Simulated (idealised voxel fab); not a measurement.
process module | voxel gate over fins
cross-section cut | 240 nm wide | cells 5 nm
A cross-section is a grid of square cells, given in bands from the top down. A band is one or more rows of cells.
Each band's line starts with the height of the band's top and of its bottom, in nm. Then come its materials from left to right, each with its width in nm. One material with "throughout" fills the band from edge to edge. "air" is empty space.
Height 0 is the level under which the wafer as received is all one material. The lowest band goes on downwards, as in "0 down".
A width such as "30 to 40" changes by the same amount from each row of cells to the next, from the band's top row to its bottom row.
"no change" after a step means that no cell of the cross-section changed.
closed voids: empty space of 8 cells or more with no open way to the top, each as width x height at its distance from the left edge, in nm
after a step's settings: what the simulator itself notes on the step
overlay nm, on a step with a mask: how far to the right of its planned place the mask lay; to the left if negative
Each pair below shows a cross-section before one step and the cross-section after it, down to the lowest band that changed. The line under each pair gives the step between them, with its settings. The pairs can come from different runs of this module on the same starting wafer, so a pair continues from the pair above only where its "before" says so.
before
  0 down: Si throughout
  closed voids: none
after
  10 to 0: SiN throughout
  below 0: unchanged
  closed voids: none
the step between: op CONFORMAL_DEP | material SiN | thk nm 10
before: the cross-section after the pair above
after
  25 to 10: aC throughout
  below 10: unchanged
  closed voids: none
the step between: op DIRECTIONAL_DEP | material aC | thk nm 15
before: the cross-section after the pair above
after
  55 to 25: air 75 | resist 15 | air 20 | resist 15 | air 20 | resist 15 | air 80
  below 25: unchanged
  closed voids: none
the step between: op PATTERN | tone cover | mask id FINS | material resist | width nm 15 | pitch nm 35 | thk nm 30 | overlay nm 0
before: the cross-section after the pair above
after
  40 to 25: air 75 | resist 15 | air 20 | resist 15 | air 20 | resist 15 | air 80
  25 to 10: air 75 | aC 15 | air 20 | aC 15 | air 20 | aC 15 | air 80
  below 10: unchanged
  closed voids: none
the step between: op DIRECTIONAL_ETCH | etch materials aC | depth nm 15
before: the cross-section after the pair above
after
  25 to 10: air 75 | aC 15 | air 20 | aC 15 | air 20 | aC 15 | air 80
  below 10: unchanged
  closed voids: none
the step between: op STRIP | etch materials resist
before: the cross-section after the pair above
after
  25 to 10: air 75 | aC 15 | air 20 | aC 15 | air 20 | aC 15 | air 80
  10 to 0: air 75 | SiN 15 | air 20 | SiN 15 | air 20 | SiN 15 | air 80
  below 0: unchanged
  closed voids: none
the step between: op DIRECTIONAL_ETCH | etch materials SiN | depth nm 10
before: the cross-section after the pair above
after
  25 to 10: air 75 | aC 15 | air 20 | aC 15 | air 20 | aC 15 | air 80
  10 to 0: air 75 | SiN 15 | air 20 | SiN 15 | air 20 | SiN 15 | air 80
  0 to -35: air 75 | Si 15 | air 20 | Si 15 | air 20 | Si 15 | air 80
  below -35: unchanged
  closed voids: none
the step between: op DIRECTIONAL_ETCH | etch materials Si | depth nm 35
before: the cross-section after the pair above
after
  10 to 0: air 75 | SiN 15 | air 20 | SiN 15 | air 20 | SiN 15 | air 80
  below 0: unchanged
  closed voids: none
the step between: op STRIP | etch materials aC
before: the cross-section after the pair above
after
  10 to 0: air 75 | SiN 15 | air 20 | SiN 15 | air 20 | SiN 15 | air 80
  0 to -35: air 75 | SiO2 5 | Si 5 | SiO2 5 | air 20 | SiO2 5 | Si 5 | SiO2 5 | air 20 | SiO2 5 | Si 5 | SiO2 5 | air 80
  -35 to -40: SiO2 80 | Si 5 | SiO2 30 | Si 5 | SiO2 30 | Si 5 | SiO2 85
  below -40: unchanged
  closed voids: none
the step between: op OXIDIZE | depth nm 5
before: the cross-section after the pair above
after
  15 to 10: SiO2 throughout
  10 to 0: SiO2 75 | SiN 15 | SiO2 20 | SiN 15 | SiO2 20 | SiN 15 | SiO2 80
  0 to -40: SiO2 80 | Si 5 | SiO2 30 | Si 5 | SiO2 30 | Si 5 | SiO2 85
  below -40: unchanged
  closed voids: none
the step between: op FILL_DEP | material SiO2 | thk nm 5
before: the cross-section after the pair above
after
  10 to 0: SiO2 75 | SiN 15 | SiO2 20 | SiN 15 | SiO2 20 | SiN 15 | SiO2 80
  below 0: unchanged
  closed voids: none
the step between: op CMP | height nm 10
before: the cross-section after the pair above
after
  10 to 0: air 75 | SiN 15 | air 20 | SiN 15 | air 20 | SiN 15 | air 80
  0 to -15: air 80 | Si 5 | air 30 | Si 5 | air 30 | Si 5 | air 85
  below -15: unchanged
  closed voids: none
the step between: op SELECTIVE_ETCH | etch materials SiO2 | depth nm 25
before: the cross-section after the pair above
after
  0 to -15: air 80 | Si 5 | air 30 | Si 5 | air 30 | Si 5 | air 85
  below -15: unchanged
  closed voids: none
the step between: op STRIP | etch materials SiN
before: the cross-section after the pair above
after
  5 to 0: air 75 | HfO2 15 | air 20 | HfO2 15 | air 20 | HfO2 15 | air 80
  0 to -10: air 75 | HfO2 5 | Si 5 | HfO2 5 | air 20 | HfO2 5 | Si 5 | HfO2 5 | air 20 | HfO2 5 | Si 5 | HfO2 5 | air 80
  -10 to -15: HfO2 80 | Si 5 | HfO2 30 | Si 5 | HfO2 30 | Si 5 | HfO2 85
  below -15: unchanged
  closed voids: none
the step between: op CONFORMAL_DEP | material HfO2 | thk nm 5
before: the cross-section after the pair above
after
  10 to 5: air 70 | TiN 25 | air 10 | TiN 25 | air 10 | TiN 25 | air 75
  5 to 0: air 70 | TiN 5 | HfO2 15 | TiN 5 | air 10 | TiN 5 | HfO2 15 | TiN 5 | air 10 | TiN 5 | HfO2 15 | TiN 5 | air 75
  0 to -5: air 70 | TiN 5 | HfO2 5 | Si 5 | HfO2 5 | TiN 5 | air 10 | TiN 5 | HfO2 5 | Si 5 | HfO2 5 | TiN 5 | air 10 | TiN 5 | HfO2 5 | Si 5 | HfO2 5 | TiN 5 | air 75
  -5 to -10: TiN 75 | HfO2 5 | Si 5 | HfO2 5 | TiN 20 | HfO2 5 | Si 5 | HfO2 5 | TiN 20 | HfO2 5 | Si 5 | HfO2 5 | TiN 80
  below -10: unchanged
  closed voids: none
the step between: op CONFORMAL_DEP | material TiN | thk nm 5
before: the cross-section after the pair above
after
  20 to 10: W throughout
  10 to 5: W 70 | TiN 25 | W 10 | TiN 25 | W 10 | TiN 25 | W 75
  5 to 0: W 70 | TiN 5 | HfO2 15 | TiN 5 | W 10 | TiN 5 | HfO2 15 | TiN 5 | W 10 | TiN 5 | HfO2 15 | TiN 5 | W 75
  0 to -5: W 70 | TiN 5 | HfO2 5 | Si 5 | HfO2 5 | TiN 5 | W 10 | TiN 5 | HfO2 5 | Si 5 | HfO2 5 | TiN 5 | W 10 | TiN 5 | HfO2 5 | Si 5 | HfO2 5 | TiN 5 | W 75
  below -5: unchanged
  closed voids: none
the step between: op FILL_DEP | material W | thk nm 10
before: the cross-section after the pair above
after
  15 to 10: W throughout
  below 10: unchanged
  closed voids: none
the step between: op CMP | height nm 15
before: the cross-section after the pair above
after
  20 to 15: SiN throughout
  below 15: unchanged
  closed voids: none
the step between: op CONFORMAL_DEP | material SiN | thk nm 5
before
  0 to -15: air 80 | Si 5 | air 30 | Si 5 | air 30 | Si 5 | air 85
  -15 to -40: SiO2 80 | Si 5 | SiO2 30 | Si 5 | SiO2 30 | Si 5 | SiO2 85
  -40 down: Si throughout
  closed voids: none
after
  5 to 0: air 75 | TiN 15 | air 20 | TiN 15 | air 20 | TiN 15 | air 80
  0 to -10: air 75 | TiN 5 | Si 5 | TiN 5 | air 20 | TiN 5 | Si 5 | TiN 5 | air 20 | TiN 5 | Si 5 | TiN 5 | air 80
  -10 to -15: TiN 80 | Si 5 | TiN 30 | Si 5 | TiN 30 | Si 5 | TiN 85
  below -15: unchanged
  closed voids: none
the step between: op CONFORMAL_DEP | material TiN | thk nm 5
before: the cross-section after the pair above
after
  15 to 5: W throughout
  5 to 0: W 75 | TiN 15 | W 20 | TiN 15 | W 20 | TiN 15 | W 80
  0 to -10: W 75 | TiN 5 | Si 5 | TiN 5 | W 20 | TiN 5 | Si 5 | TiN 5 | W 20 | TiN 5 | Si 5 | TiN 5 | W 80
  below -10: unchanged
  closed voids: none
the step between: op FILL_DEP | material W | thk nm 10
before: the cross-section after the pair above
after
  20 to 15: SiN throughout
  below 15: unchanged
  closed voids: none
the step between: op CONFORMAL_DEP | material SiN | thk nm 5
before
  10 to 0: air 75 | SiN 15 | air 20 | SiN 15 | air 20 | SiN 15 | air 80
  0 to -15: air 80 | Si 5 | air 30 | Si 5 | air 30 | Si 5 | air 85
  -15 to -40: SiO2 80 | Si 5 | SiO2 30 | Si 5 | SiO2 30 | Si 5 | SiO2 85
  -40 down: Si throughout
  closed voids: none
after
  10 to 0: air 75 | SiN 15 | air 20 | SiN 15 | air 20 | SiN 15 | air 80
  0 to -40: air 80 | Si 5 | air 30 | Si 5 | air 30 | Si 5 | air 85
  below -40: unchanged
  closed voids: none
the step between: op SELECTIVE_ETCH | etch materials SiO2 | depth nm 25
before: the cross-section after the pair above
after
  0 to -40: air 80 | Si 5 | air 30 | Si 5 | air 30 | Si 5 | air 85
  below -40: unchanged
  closed voids: none
the step between: op STRIP | etch materials SiN
before: the cross-section after the pair above
after
  5 to 0: air 75 | HfO2 15 | air 20 | HfO2 15 | air 20 | HfO2 15 | air 80
  0 to -35: air 75 | HfO2 5 | Si 5 | HfO2 5 | air 20 | HfO2 5 | Si 5 | HfO2 5 | air 20 | HfO2 5 | Si 5 | HfO2 5 | air 80
  -35 to -40: HfO2 80 | Si 5 | HfO2 30 | Si 5 | HfO2 30 | Si 5 | HfO2 85
  below -40: unchanged
  closed voids: none
the step between: op CONFORMAL_DEP | material HfO2 | thk nm 5
before: the cross-section after the pair above
after
  10 to 5: air 70 | TiN 25 | air 10 | TiN 25 | air 10 | TiN 25 | air 75
  5 to 0: air 70 | TiN 5 | HfO2 15 | TiN 5 | air 10 | TiN 5 | HfO2 15 | TiN 5 | air 10 | TiN 5 | HfO2 15 | TiN 5 | air 75
  0 to -30: air 70 | TiN 5 | HfO2 5 | Si 5 | HfO2 5 | TiN 5 | air 10 | TiN 5 | HfO2 5 | Si 5 | HfO2 5 | TiN 5 | air 10 | TiN 5 | HfO2 5 | Si 5 | HfO2 5 | TiN 5 | air 75
  -30 to -35: TiN 75 | HfO2 5 | Si 5 | HfO2 5 | TiN 20 | HfO2 5 | Si 5 | HfO2 5 | TiN 20 | HfO2 5 | Si 5 | HfO2 5 | TiN 80
  below -35: unchanged
  closed voids: none
the step between: op CONFORMAL_DEP | material TiN | thk nm 5
before: the cross-section after the pair above
after
  20 to 10: W throughout
  10 to 5: W 70 | TiN 25 | W 10 | TiN 25 | W 10 | TiN 25 | W 75
  5 to 0: W 70 | TiN 5 | HfO2 15 | TiN 5 | W 10 | TiN 5 | HfO2 15 | TiN 5 | W 10 | TiN 5 | HfO2 15 | TiN 5 | W 75
  0 to -30: W 70 | TiN 5 | HfO2 5 | Si 5 | HfO2 5 | TiN 5 | W 10 | TiN 5 | HfO2 5 | Si 5 | HfO2 5 | TiN 5 | W 10 | TiN 5 | HfO2 5 | Si 5 | HfO2 5 | TiN 5 | W 75
  below -30: unchanged
  closed voids: none
the step between: op FILL_DEP | material W | thk nm 10
before: the cross-section after the pair above
after
  15 to 10: W throughout
  below 10: unchanged
  closed voids: none
the step between: op CMP | height nm 15
before: the cross-section after the pair above
after
  20 to 15: SiN throughout
  below 15: unchanged
  closed voids: none
the step between: op CONFORMAL_DEP | material SiN | thk nm 5
before
  5 to 0: air 75 | TiN 15 | air 20 | TiN 15 | air 20 | TiN 15 | air 80
  0 to -10: air 75 | TiN 5 | Si 5 | TiN 5 | air 20 | TiN 5 | Si 5 | TiN 5 | air 20 | TiN 5 | Si 5 | TiN 5 | air 80
  -10 to -15: TiN 80 | Si 5 | TiN 30 | Si 5 | TiN 30 | Si 5 | TiN 85
  -15 to -40: SiO2 80 | Si 5 | SiO2 30 | Si 5 | SiO2 30 | Si 5 | SiO2 85
  -40 down: Si throughout
  closed voids: none
after
  10 to 5: air 70 | HfO2 25 | air 10 | HfO2 25 | air 10 | HfO2 25 | air 75
  5 to 0: air 70 | HfO2 5 | TiN 15 | HfO2 5 | air 10 | HfO2 5 | TiN 15 | HfO2 5 | air 10 | HfO2 5 | TiN 15 | HfO2 5 | air 75
  0 to -5: air 70 | HfO2 5 | TiN 5 | Si 5 | TiN 5 | HfO2 5 | air 10 | HfO2 5 | TiN 5 | Si 5 | TiN 5 | HfO2 5 | air 10 | HfO2 5 | TiN 5 | Si 5 | TiN 5 | HfO2 5 | air 75
  -5 to -10: HfO2 75 | TiN 5 | Si 5 | TiN 5 | HfO2 20 | TiN 5 | Si 5 | TiN 5 | HfO2 20 | TiN 5 | Si 5 | TiN 5 | HfO2 80
  below -10: unchanged
  closed voids: none
the step between: op CONFORMAL_DEP | material HfO2 | thk nm 5
before: the cross-section after the pair above
after
  20 to 10: W throughout
  10 to 5: W 70 | HfO2 25 | W 10 | HfO2 25 | W 10 | HfO2 25 | W 75
  5 to 0: W 70 | HfO2 5 | TiN 15 | HfO2 5 | W 10 | HfO2 5 | TiN 15 | HfO2 5 | W 10 | HfO2 5 | TiN 15 | HfO2 5 | W 75
  0 to -5: W 70 | HfO2 5 | TiN 5 | Si 5 | TiN 5 | HfO2 5 | W 10 | HfO2 5 | TiN 5 | Si 5 | TiN 5 | HfO2 5 | W 10 | HfO2 5 | TiN 5 | Si 5 | TiN 5 | HfO2 5 | W 75
  below -5: unchanged
  closed voids: none
the step between: op FILL_DEP | material W | thk nm 10
before: the cross-section after the pair above
after
  15 to 10: W throughout
  below 10: unchanged
  closed voids: none
the step between: op CMP | height nm 15
before: the cross-section after the pair above
after
  20 to 15: SiN throughout
  below 15: unchanged
  closed voids: none
the step between: op CONFORMAL_DEP | material SiN | thk nm 5
before
  25 to 10: air 75 | aC 15 | air 20 | aC 15 | air 20 | aC 15 | air 80
  10 to 0: air 75 | SiN 15 | air 20 | SiN 15 | air 20 | SiN 15 | air 80
  0 down: Si throughout
  closed voids: none
after
  25 to 10: air 75 | aC 15 | air 20 | aC 15 | air 20 | aC 15 | air 80
  10 to 0: air 75 | SiN 15 | air 20 | SiN 15 | air 20 | SiN 15 | air 80
  0 to -40: air 75 | Si 15 | air 20 | Si 15 | air 20 | Si 15 | air 80
  below -40: unchanged
  closed voids: none
the step between: op DIRECTIONAL_ETCH | etch materials Si | depth nm 40
before: the cross-section after the pair above
after
  10 to 0: air 75 | SiN 15 | air 20 | SiN 15 | air 20 | SiN 15 | air 80
  below 0: unchanged
  closed voids: none
the step between: op STRIP | etch materials aC
before: the cross-section after the pair above
after
  10 to 0: air 75 | SiN 15 | air 20 | SiN 15 | air 20 | SiN 15 | air 80
  0 to -40: air 75 | SiO2 5 | Si 5 | SiO2 5 | air 20 | SiO2 5 | Si 5 | SiO2 5 | air 20 | SiO2 5 | Si 5 | SiO2 5 | air 80
  -40 to -45: SiO2 80 | Si 5 | SiO2 30 | Si 5 | SiO2 30 | Si 5 | SiO2 85
  below -45: unchanged
  closed voids: none
the step between: op OXIDIZE | depth nm 5
before: the cross-section after the pair above
after
  15 to 10: SiO2 throughout
  10 to 0: SiO2 75 | SiN 15 | SiO2 20 | SiN 15 | SiO2 20 | SiN 15 | SiO2 80
  0 to -45: SiO2 80 | Si 5 | SiO2 30 | Si 5 | SiO2 30 | Si 5 | SiO2 85
  below -45: unchanged
  closed voids: none
the step between: op FILL_DEP | material SiO2 | thk nm 5
before: the cross-section after the pair above
after
  10 to 0: SiO2 75 | SiN 15 | SiO2 20 | SiN 15 | SiO2 20 | SiN 15 | SiO2 80
  below 0: unchanged
  closed voids: none
the step between: op CMP | height nm 10
before: the cross-section after the pair above
after
  10 to 0: air 75 | SiN 15 | air 20 | SiN 15 | air 20 | SiN 15 | air 80
  0 to -15: air 80 | Si 5 | air 30 | Si 5 | air 30 | Si 5 | air 85
  below -15: unchanged
  closed voids: none
the step between: op SELECTIVE_ETCH | etch materials SiO2 | depth nm 25
before: the cross-section after the pair above
after
  0 to -15: air 80 | Si 5 | air 30 | Si 5 | air 30 | Si 5 | air 85
  below -15: unchanged
  closed voids: none
the step between: op STRIP | etch materials SiN
before: the cross-section after the pair above
after
  5 to 0: air 75 | HfO2 15 | air 20 | HfO2 15 | air 20 | HfO2 15 | air 80
  0 to -10: air 75 | HfO2 5 | Si 5 | HfO2 5 | air 20 | HfO2 5 | Si 5 | HfO2 5 | air 20 | HfO2 5 | Si 5 | HfO2 5 | air 80
  -10 to -15: HfO2 80 | Si 5 | HfO2 30 | Si 5 | HfO2 30 | Si 5 | HfO2 85
  below -15: unchanged
  closed voids: none
the step between: op CONFORMAL_DEP | material HfO2 | thk nm 5
before: the cross-section after the pair above
after
  10 to 5: air 70 | TiN 25 | air 10 | TiN 25 | air 10 | TiN 25 | air 75
  5 to 0: air 70 | TiN 5 | HfO2 15 | TiN 5 | air 10 | TiN 5 | HfO2 15 | TiN 5 | air 10 | TiN 5 | HfO2 15 | TiN 5 | air 75
  0 to -5: air 70 | TiN 5 | HfO2 5 | Si 5 | HfO2 5 | TiN 5 | air 10 | TiN 5 | HfO2 5 | Si 5 | HfO2 5 | TiN 5 | air 10 | TiN 5 | HfO2 5 | Si 5 | HfO2 5 | TiN 5 | air 75
  -5 to -10: TiN 75 | HfO2 5 | Si 5 | HfO2 5 | TiN 20 | HfO2 5 | Si 5 | HfO2 5 | TiN 20 | HfO2 5 | Si 5 | HfO2 5 | TiN 80
  below -10: unchanged
  closed voids: none
the step between: op CONFORMAL_DEP | material TiN | thk nm 5
before: the cross-section after the pair above
after
  20 to 10: W throughout
  10 to 5: W 70 | TiN 25 | W 10 | TiN 25 | W 10 | TiN 25 | W 75
  5 to 0: W 70 | TiN 5 | HfO2 15 | TiN 5 | W 10 | TiN 5 | HfO2 15 | TiN 5 | W 10 | TiN 5 | HfO2 15 | TiN 5 | W 75
  0 to -5: W 70 | TiN 5 | HfO2 5 | Si 5 | HfO2 5 | TiN 5 | W 10 | TiN 5 | HfO2 5 | Si 5 | HfO2 5 | TiN 5 | W 10 | TiN 5 | HfO2 5 | Si 5 | HfO2 5 | TiN 5 | W 75
  below -5: unchanged
  closed voids: none
the step between: op FILL_DEP | material W | thk nm 10
before: the cross-section after the pair above
after
  15 to 10: W throughout
  below 10: unchanged
  closed voids: none
the step between: op CMP | height nm 15
before: the cross-section after the pair above
after
  20 to 15: SiN throughout
  below 15: unchanged
  closed voids: none
the step between: op CONFORMAL_DEP | material SiN | thk nm 5
before
  25 to 10: aC throughout
  10 to 0: SiN throughout
  0 down: Si throughout
  closed voids: none
after
  55 to 25: air 75 | resist 20 | air 15 | resist 20 | air 15 | resist 20 | air 75
  below 25: unchanged
  closed voids: none
the step between: op PATTERN | tone cover | mask id FINS | material resist | width nm 20 | pitch nm 35 | thk nm 30 | overlay nm 0
before: the cross-section after the pair above
after
  40 to 25: air 75 | resist 20 | air 15 | resist 20 | air 15 | resist 20 | air 75
  25 to 10: air 75 | aC 20 | air 15 | aC 20 | air 15 | aC 20 | air 75
  below 10: unchanged
  closed voids: none
the step between: op DIRECTIONAL_ETCH | etch materials aC | depth nm 15
before: the cross-section after the pair above
after
  25 to 10: air 75 | aC 20 | air 15 | aC 20 | air 15 | aC 20 | air 75
  below 10: unchanged
  closed voids: none
the step between: op STRIP | etch materials resist
before: the cross-section after the pair above
after
  25 to 10: air 75 | aC 20 | air 15 | aC 20 | air 15 | aC 20 | air 75
  10 to 0: air 75 | SiN 20 | air 15 | SiN 20 | air 15 | SiN 20 | air 75
  below 0: unchanged
  closed voids: none
the step between: op DIRECTIONAL_ETCH | etch materials SiN | depth nm 10
before: the cross-section after the pair above
after
  25 to 10: air 75 | aC 20 | air 15 | aC 20 | air 15 | aC 20 | air 75
  10 to 0: air 75 | SiN 20 | air 15 | SiN 20 | air 15 | SiN 20 | air 75
  0 to -35: air 75 | Si 20 | air 15 | Si 20 | air 15 | Si 20 | air 75
  below -35: unchanged
  closed voids: none
the step between: op DIRECTIONAL_ETCH | etch materials Si | depth nm 35
before: the cross-section after the pair above
after
  10 to 0: air 75 | SiN 20 | air 15 | SiN 20 | air 15 | SiN 20 | air 75
  below 0: unchanged
  closed voids: none
the step between: op STRIP | etch materials aC
before: the cross-section after the pair above
after
  10 to 0: air 75 | SiN 20 | air 15 | SiN 20 | air 15 | SiN 20 | air 75
  0 to -35: air 75 | SiO2 5 | Si 10 | SiO2 5 | air 15 | SiO2 5 | Si 10 | SiO2 5 | air 15 | SiO2 5 | Si 10 | SiO2 5 | air 75
  -35 to -40: SiO2 80 | Si 10 | SiO2 25 | Si 10 | SiO2 25 | Si 10 | SiO2 80
  below -40: unchanged
  closed voids: none
the step between: op OXIDIZE | depth nm 5
before: the cross-section after the pair above
after
  15 to 10: SiO2 throughout
  10 to 0: SiO2 75 | SiN 20 | SiO2 15 | SiN 20 | SiO2 15 | SiN 20 | SiO2 75
  0 to -40: SiO2 80 | Si 10 | SiO2 25 | Si 10 | SiO2 25 | Si 10 | SiO2 80
  below -40: unchanged
  closed voids: none
the step between: op FILL_DEP | material SiO2 | thk nm 5
before: the cross-section after the pair above
after
  10 to 0: SiO2 75 | SiN 20 | SiO2 15 | SiN 20 | SiO2 15 | SiN 20 | SiO2 75
  below 0: unchanged
  closed voids: none
the step between: op CMP | height nm 10
before: the cross-section after the pair above
after
  10 to 0: air 75 | SiN 20 | air 15 | SiN 20 | air 15 | SiN 20 | air 75
  0 to -15: air 80 | Si 10 | air 25 | Si 10 | air 25 | Si 10 | air 80
  below -15: unchanged
  closed voids: none
the step between: op SELECTIVE_ETCH | etch materials SiO2 | depth nm 25
before: the cross-section after the pair above
after
  0 to -15: air 80 | Si 10 | air 25 | Si 10 | air 25 | Si 10 | air 80
  below -15: unchanged
  closed voids: none
the step between: op STRIP | etch materials SiN
before: the cross-section after the pair above
after
  5 to 0: air 75 | HfO2 20 | air 15 | HfO2 20 | air 15 | HfO2 20 | air 75
  0 to -10: air 75 | HfO2 5 | Si 10 | HfO2 5 | air 15 | HfO2 5 | Si 10 | HfO2 5 | air 15 | HfO2 5 | Si 10 | HfO2 5 | air 75
  -10 to -15: HfO2 80 | Si 10 | HfO2 25 | Si 10 | HfO2 25 | Si 10 | HfO2 80
  below -15: unchanged
  closed voids: none
the step between: op CONFORMAL_DEP | material HfO2 | thk nm 5
before: the cross-section after the pair above
after
  10 to 5: air 70 | TiN 30 | air 5 | TiN 30 | air 5 | TiN 30 | air 70
  5 to 0: air 70 | TiN 5 | HfO2 20 | TiN 5 | air 5 | TiN 5 | HfO2 20 | TiN 5 | air 5 | TiN 5 | HfO2 20 | TiN 5 | air 70
  0 to -5: air 70 | TiN 5 | HfO2 5 | Si 10 | HfO2 5 | TiN 5 | air 5 | TiN 5 | HfO2 5 | Si 10 | HfO2 5 | TiN 5 | air 5 | TiN 5 | HfO2 5 | Si 10 | HfO2 5 | TiN 5 | air 70
  -5 to -10: TiN 75 | HfO2 5 | Si 10 | HfO2 5 | TiN 15 | HfO2 5 | Si 10 | HfO2 5 | TiN 15 | HfO2 5 | Si 10 | HfO2 5 | TiN 75
  below -10: unchanged
  closed voids: none
the step between: op CONFORMAL_DEP | material TiN | thk nm 5
before: the cross-section after the pair above
after
  20 to 10: W throughout
  10 to 5: W 70 | TiN 30 | W 5 | TiN 30 | W 5 | TiN 30 | W 70
  5 to 0: W 70 | TiN 5 | HfO2 20 | TiN 5 | W 5 | TiN 5 | HfO2 20 | TiN 5 | W 5 | TiN 5 | HfO2 20 | TiN 5 | W 70
  0 to -5: W 70 | TiN 5 | HfO2 5 | Si 10 | HfO2 5 | TiN 5 | W 5 | TiN 5 | HfO2 5 | Si 10 | HfO2 5 | TiN 5 | W 5 | TiN 5 | HfO2 5 | Si 10 | HfO2 5 | TiN 5 | W 70
  below -5: unchanged
  closed voids: none
the step between: op FILL_DEP | material W | thk nm 10
before: the cross-section after the pair above
after
  15 to 10: W throughout
  below 10: unchanged
  closed voids: none
the step between: op CMP | height nm 15
before: the cross-section after the pair above
after
  20 to 15: SiN throughout
  below 15: unchanged
  closed voids: none
the step between: op CONFORMAL_DEP | material SiN | thk nm 5
before
  25 to 10: aC throughout
  10 to 0: SiN throughout
  0 down: Si throughout
  closed voids: none
after
  55 to 25: air 80 | resist 15 | air 20 | resist 15 | air 20 | resist 15 | air 75
  below 25: unchanged
  closed voids: none
the step between: op PATTERN | tone cover | mask id FINS | material resist | width nm 15 | pitch nm 35 | thk nm 30 | overlay nm 5
before: the cross-section after the pair above
after
  40 to 25: air 80 | resist 15 | air 20 | resist 15 | air 20 | resist 15 | air 75
  25 to 10: air 80 | aC 15 | air 20 | aC 15 | air 20 | aC 15 | air 75
  below 10: unchanged
  closed voids: none
the step between: op DIRECTIONAL_ETCH | etch materials aC | depth nm 15
before: the cross-section after the pair above
after
  25 to 10: air 80 | aC 15 | air 20 | aC 15 | air 20 | aC 15 | air 75
  below 10: unchanged
  closed voids: none
the step between: op STRIP | etch materials resist
before: the cross-section after the pair above
after
  25 to 10: air 80 | aC 15 | air 20 | aC 15 | air 20 | aC 15 | air 75
  10 to 0: air 80 | SiN 15 | air 20 | SiN 15 | air 20 | SiN 15 | air 75
  below 0: unchanged
  closed voids: none
the step between: op DIRECTIONAL_ETCH | etch materials SiN | depth nm 10
before: the cross-section after the pair above
after
  25 to 10: air 80 | aC 15 | air 20 | aC 15 | air 20 | aC 15 | air 75
  10 to 0: air 80 | SiN 15 | air 20 | SiN 15 | air 20 | SiN 15 | air 75
  0 to -35: air 80 | Si 15 | air 20 | Si 15 | air 20 | Si 15 | air 75
  below -35: unchanged
  closed voids: none
the step between: op DIRECTIONAL_ETCH | etch materials Si | depth nm 35
before: the cross-section after the pair above
after
  10 to 0: air 80 | SiN 15 | air 20 | SiN 15 | air 20 | SiN 15 | air 75
  below 0: unchanged
  closed voids: none
the step between: op STRIP | etch materials aC
before: the cross-section after the pair above
after
  10 to 0: air 80 | SiN 15 | air 20 | SiN 15 | air 20 | SiN 15 | air 75
  0 to -35: air 80 | SiO2 5 | Si 5 | SiO2 5 | air 20 | SiO2 5 | Si 5 | SiO2 5 | air 20 | SiO2 5 | Si 5 | SiO2 5 | air 75
  -35 to -40: SiO2 85 | Si 5 | SiO2 30 | Si 5 | SiO2 30 | Si 5 | SiO2 80
  below -40: unchanged
  closed voids: none
the step between: op OXIDIZE | depth nm 5
before: the cross-section after the pair above
after
  15 to 10: SiO2 throughout
  10 to 0: SiO2 80 | SiN 15 | SiO2 20 | SiN 15 | SiO2 20 | SiN 15 | SiO2 75
  0 to -40: SiO2 85 | Si 5 | SiO2 30 | Si 5 | SiO2 30 | Si 5 | SiO2 80
  below -40: unchanged
  closed voids: none
the step between: op FILL_DEP | material SiO2 | thk nm 5
before: the cross-section after the pair above
after
  10 to 0: SiO2 80 | SiN 15 | SiO2 20 | SiN 15 | SiO2 20 | SiN 15 | SiO2 75
  below 0: unchanged
  closed voids: none
the step between: op CMP | height nm 10
before: the cross-section after the pair above
after
  10 to 0: air 80 | SiN 15 | air 20 | SiN 15 | air 20 | SiN 15 | air 75
  0 to -15: air 85 | Si 5 | air 30 | Si 5 | air 30 | Si 5 | air 80
  below -15: unchanged
  closed voids: none
the step between: op SELECTIVE_ETCH | etch materials SiO2 | depth nm 25
before: the cross-section after the pair above
after
  0 to -15: air 85 | Si 5 | air 30 | Si 5 | air 30 | Si 5 | air 80
  below -15: unchanged
  closed voids: none
the step between: op STRIP | etch materials SiN
before: the cross-section after the pair above
after
  5 to 0: air 80 | HfO2 15 | air 20 | HfO2 15 | air 20 | HfO2 15 | air 75
  0 to -10: air 80 | HfO2 5 | Si 5 | HfO2 5 | air 20 | HfO2 5 | Si 5 | HfO2 5 | air 20 | HfO2 5 | Si 5 | HfO2 5 | air 75
  -10 to -15: HfO2 85 | Si 5 | HfO2 30 | Si 5 | HfO2 30 | Si 5 | HfO2 80
  below -15: unchanged
  closed voids: none
the step between: op CONFORMAL_DEP | material HfO2 | thk nm 5
before: the cross-section after the pair above
after
  10 to 5: air 75 | TiN 25 | air 10 | TiN 25 | air 10 | TiN 25 | air 70
  5 to 0: air 75 | TiN 5 | HfO2 15 | TiN 5 | air 10 | TiN 5 | HfO2 15 | TiN 5 | air 10 | TiN 5 | HfO2 15 | TiN 5 | air 70
  0 to -5: air 75 | TiN 5 | HfO2 5 | Si 5 | HfO2 5 | TiN 5 | air 10 | TiN 5 | HfO2 5 | Si 5 | HfO2 5 | TiN 5 | air 10 | TiN 5 | HfO2 5 | Si 5 | HfO2 5 | TiN 5 | air 70
  -5 to -10: TiN 80 | HfO2 5 | Si 5 | HfO2 5 | TiN 20 | HfO2 5 | Si 5 | HfO2 5 | TiN 20 | HfO2 5 | Si 5 | HfO2 5 | TiN 75
  below -10: unchanged
  closed voids: none
the step between: op CONFORMAL_DEP | material TiN | thk nm 5
before: the cross-section after the pair above
after
  20 to 10: W throughout
  10 to 5: W 75 | TiN 25 | W 10 | TiN 25 | W 10 | TiN 25 | W 70
  5 to 0: W 75 | TiN 5 | HfO2 15 | TiN 5 | W 10 | TiN 5 | HfO2 15 | TiN 5 | W 10 | TiN 5 | HfO2 15 | TiN 5 | W 70
  0 to -5: W 75 | TiN 5 | HfO2 5 | Si 5 | HfO2 5 | TiN 5 | W 10 | TiN 5 | HfO2 5 | Si 5 | HfO2 5 | TiN 5 | W 10 | TiN 5 | HfO2 5 | Si 5 | HfO2 5 | TiN 5 | W 70
  below -5: unchanged
  closed voids: none
the step between: op FILL_DEP | material W | thk nm 10
before: the cross-section after the pair above
after
  15 to 10: W throughout
  below 10: unchanged
  closed voids: none
the step between: op CMP | height nm 15
before: the cross-section after the pair above
after
  20 to 15: SiN throughout
  below 15: unchanged
  closed voids: none
the step between: op CONFORMAL_DEP | material SiN | thk nm 5
